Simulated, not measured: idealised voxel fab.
process module | voxel capacitor over wiring
cross-section cut | 235 nm wide | cells 5 nm
A cross-section is a grid of square cells, given in bands from the top down. A band is one or more rows of cells.
Each band's line starts with the height of the band's top and of its bottom, in nm. Then come its materials from left to right, each with its width in nm. One material with "throughout" fills the band from edge to edge. "air" is empty space.
Height 0 is the level under which the wafer as received is all one material. The lowest band goes on downwards, as in "0 down".
A width such as "30 to 40" changes by the same amount from each row of cells to the next, from the band's top row to its bottom row.
"no change" after a step means that no cell of the cross-section changed.
closed voids: empty space of 8 cells or more with no open way to the top, each as width x height at its distance from the left edge, in nm
after a step's settings: what the simulator itself notes on the step
overlay nm, on a step with a mask: how far to the right of its planned place the mask lay; to the left if negative
plan
1 op RECEIVE | material Si
2 op CONFORMAL_DEP | material SiO2 | thk nm 10
3 op DIRECTIONAL_DEP | material TiN | thk nm 5
4 op DIRECTIONAL_DEP | material Ru | thk nm 25
5 op DIRECTIONAL_DEP | material aC | thk nm 10
6 op PATTERN | tone cover | mask id METAL_1 | material resist | width nm 30 | pitch nm 80 | thk nm 25 | overlay nm 0
7 op DIRECTIONAL_ETCH | etch materials aC | depth nm 10
8 op STRIP | etch materials resist
9 op DIRECTIONAL_ETCH | etch materials Ru | depth nm 25
10 op DIRECTIONAL_ETCH | etch materials TiN | depth nm 5
11 op STRIP | etch materials aC
12 op CONFORMAL_DEP | material SiCN | thk nm 5
13 op FILL_DEP | material lowk | thk nm 10
14 op CMP | height nm 40
15 op CONFORMAL_DEP | material SiCN | thk nm 5
16 op DIRECTIONAL_DEP | material lowk | thk nm 10
17 op MASKED_ETCH | tone open | mask id PLUG_1 | width nm 15 | etch materials lowk | depth nm 10 | overlay nm 0
18 op MASKED_ETCH | tone open | mask id PLUG_1 | width nm 15 | etch materials SiCN | depth nm 5 | overlay nm 0
19 op CONFORMAL_DEP | material TiN | thk nm 5
20 op FILL_DEP | material Cu | thk nm 10
21 op CMP | height nm 55
22 op DIRECTIONAL_DEP | material TiN | thk nm 10
23 op DIRECTIONAL_DEP | material Al2O3 | thk nm 5
24 op DIRECTIONAL_DEP | material TiN | thk nm 5
25 op PATTERN | tone cover | mask id UPPER_PLATE | material resist | width nm 55 | thk nm 15 | overlay nm 0
26 op DIRECTIONAL_ETCH | etch materials TiN | depth nm 5
27 op DIRECTIONAL_ETCH | etch materials Al2O3 | depth nm 5
28 op STRIP | etch materials resist
29 op MASKED_ETCH | tone cover | mask id LOWER_PLATE | width nm 65 | etch materials TiN | depth nm 10 | overlay nm 0
30 op FILL_DEP | material SiO2 | thk nm 15
31 op CMP | height nm 85
32 op PATTERN | tone open | mask id PLUG_2 | material resist | width nm 15 | thk nm 20 | overlay nm 0
33 op DIRECTIONAL_ETCH | etch materials SiO2 | depth nm 10
34 op STRIP | etch materials resist
35 op CONFORMAL_DEP | material TiN | thk nm 5
36 op FILL_DEP | material Cu | thk nm 10
37 op CMP | height nm 85
38 op CONFORMAL_DEP | material SiN | thk nm 5
as received, after step 1
  0 down: Si throughout
  closed voids: none
a wafer at the end: this start, this plan, one mistake
  90 to 85: SiN throughout
  85 to 80: SiO2 85 | TiN 5 | Cu 5 | TiN 5 | SiO2 135
  80 to 70: SiO2 85 to 75 | TiN 15 to 55 | SiO2 135 to 105
  70 to 65: SiO2 75 | Al2O3 55 | SiO2 105
  65 to 55: SiO2 70 | TiN 65 | SiO2 100
  55 to 45: lowk 70 | TiN 5 to 10 | Cu 15 to 5 | TiN 5 to 10 | lowk 140
  45 to 40: SiCN 75 | TiN 15 | SiCN 145
  40 to 15: lowk 55 | SiCN 5 | Ru 30 | SiCN 5 | lowk 40 | SiCN 5 | Ru 30 | SiCN 5 | lowk 60
  15 to 10: SiCN 60 | TiN 30 | SiCN 50 | TiN 30 | SiCN 65
  10 to 0: SiO2 throughout
  0 down: Si throughout
  closed voids: none
what went wrong: step 17 ran as: op MASKED_ETCH | tone open | mask id PLUG_1 | width nm 25 | etch materials lowk | depth nm 10 | overlay nm 0
